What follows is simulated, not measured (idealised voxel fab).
process module | voxel wiring stack
cross-section cut | 195 nm wide | cells 5 nm
A cross-section is a grid of square cells, given in bands from the top down. A band is one or more rows of cells.
Each band's line starts with the height of the band's top and of its bottom, in nm. Then come its materials from left to right, each with its width in nm. One material with "throughout" fills the band from edge to edge. "air" is empty space.
Height 0 is the level under which the wafer as received is all one material. The lowest band goes on downwards, as in "0 down".
A width such as "30 to 40" changes by the same amount from each row of cells to the next, from the band's top row to its bottom row.
"no change" after a step means that no cell of the cross-section changed.
closed voids: empty space of 8 cells or more with no open way to the top, each as width x height at its distance from the left edge, in nm
after a step's settings: what the simulator itself notes on the step
overlay nm, on a step with a mask: how far to the right of its planned place the mask lay; to the left if negative
plan
1 op RECEIVE | material Si
2 op CONFORMAL_DEP | material SiO2 | thk nm 15
3 op DIRECTIONAL_DEP | material TiN | thk nm 5
4 op DIRECTIONAL_DEP | material W | thk nm 15
5 op MASKED_ETCH | tone cover | mask id METAL_1 | width nm 30 | pitch nm 50 | etch materials W | depth nm 15 | overlay nm 0
6 op MASKED_ETCH | tone cover | mask id METAL_1 | width nm 30 | pitch nm 50 | etch materials TiN | depth nm 5 | overlay nm 0
7 op CONFORMAL_DEP | material SiN | thk nm 5
8 op FILL_DEP | material SiO2 | thk nm 5
9 op CMP | height nm 35
10 op CONFORMAL_DEP | material SiCN | thk nm 5
11 op DIRECTIONAL_DEP | material SiO2 | thk nm 10
12 op MASKED_ETCH | tone open | mask id PLUG_1 | width nm 15 | pitch nm 50 | etch materials SiO2 | depth nm 10 | overlay nm 0
13 op MASKED_ETCH | tone open | mask id PLUG_1 | width nm 15 | pitch nm 50 | etch materials SiCN | depth nm 5 | overlay nm 0
14 op EPI | material Ru | thk nm 10
15 op EPI | material Ru | thk nm 5
16 op CONFORMAL_DEP | material SiN | thk nm 5
17 op DIRECTIONAL_DEP | material lowk | thk nm 20
18 op DIRECTIONAL_DEP | material aC | thk nm 15
19 op PATTERN | tone open | mask id METAL_2 | material resist | width nm 30 | pitch nm 50 | thk nm 35 | overlay nm 0
20 op DIRECTIONAL_ETCH | etch materials aC | depth nm 15
21 op STRIP | etch materials resist
22 op DIRECTIONAL_ETCH | etch materials lowk | depth nm 20
23 op DIRECTIONAL_ETCH | etch materials SiN | depth nm 5
24 op STRIP | etch materials aC
25 op CONFORMAL_DEP | material TiN | thk nm 5
26 op FILL_DEP | material Cu | thk nm 10
27 op CMP | height nm 75
28 op EPI | material Ru | thk nm 5
29 op FILL_DEP | material SiCN | thk nm 5
as received, after step 1
  0 down: Si throughout
  closed voids: none
first wafer at the end, as planned
  85 to 80: SiCN throughout
  80 to 75: SiCN 25 | Ru 40 | SiCN 10 | Ru 40 | SiCN 10 | Ru 40 | SiCN 30
  75 to 55: lowk 30 | TiN 5 | Cu 20 | TiN 5 | lowk 20 | TiN 5 | Cu 20 | TiN 5 | lowk 20 | TiN 5 | Cu 20 | TiN 5 | lowk 35
  55 to 50: SiN 30 | TiN 30 | SiN 20 | TiN 30 | SiN 20 | TiN 30 | SiN 35
  50 to 40: SiO2 30 | Ru 15 | SiO2 35 | Ru 15 | SiO2 35 | Ru 15 | SiO2 50
  40 to 35: SiCN 30 | Ru 15 | SiCN 35 | Ru 15 | SiCN 35 | Ru 15 | SiCN 50
  35 to 20: SiO2 25 | SiN 5 | W 30 | SiN 5 | SiO2 10 | SiN 5 | W 30 | SiN 5 | SiO2 10 | SiN 5 | W 30 | SiN 5 | SiO2 30
  20 to 15: SiN 30 | TiN 30 | SiN 20 | TiN 30 | SiN 20 | TiN 30 | SiN 35
  15 to 0: SiO2 throughout
  0 down: Si throughout
  closed voids: none
second wafer at the end: like start, like plan, one mistake
  85 to 80: SiCN throughout
  80 to 75: SiCN 30 | Ru 40 | SiCN 10 | Ru 40 | SiCN 10 | Ru 40 | SiCN 25
  75 to 55: lowk 35 | TiN 5 | Cu 20 | TiN 5 | lowk 20 | TiN 5 | Cu 20 | TiN 5 | lowk 20 | TiN 5 | Cu 20 | TiN 5 | lowk 30
  55 to 50: SiN 35 | TiN 30 | SiN 20 | TiN 30 | SiN 20 | TiN 30 | SiN 30
  50 to 40: SiO2 30 | Ru 15 | SiO2 35 | Ru 15 | SiO2 35 | Ru 15 | SiO2 50
  40 to 35: SiCN 30 | Ru 15 | SiCN 35 | Ru 15 | SiCN 35 | Ru 15 | SiCN 50
  35 to 20: SiO2 25 | SiN 5 | W 30 | SiN 5 | SiO2 10 | SiN 5 | W 30 | SiN 5 | SiO2 10 | SiN 5 | W 30 | SiN 5 | SiO2 30
  20 to 15: SiN 30 | TiN 30 | SiN 20 | TiN 30 | SiN 20 | TiN 30 | SiN 35
  15 to 0: SiO2 throughout
  0 down: Si throughout
  closed voids: none
what went wrong: step 19 ran as: op PATTERN | tone open | mask id METAL_2 | material resist | width nm 30 | pitch nm 50 | thk nm 35 | overlay nm 5
at the end the second wafer has, in cells: as many of each material as the first, in other places
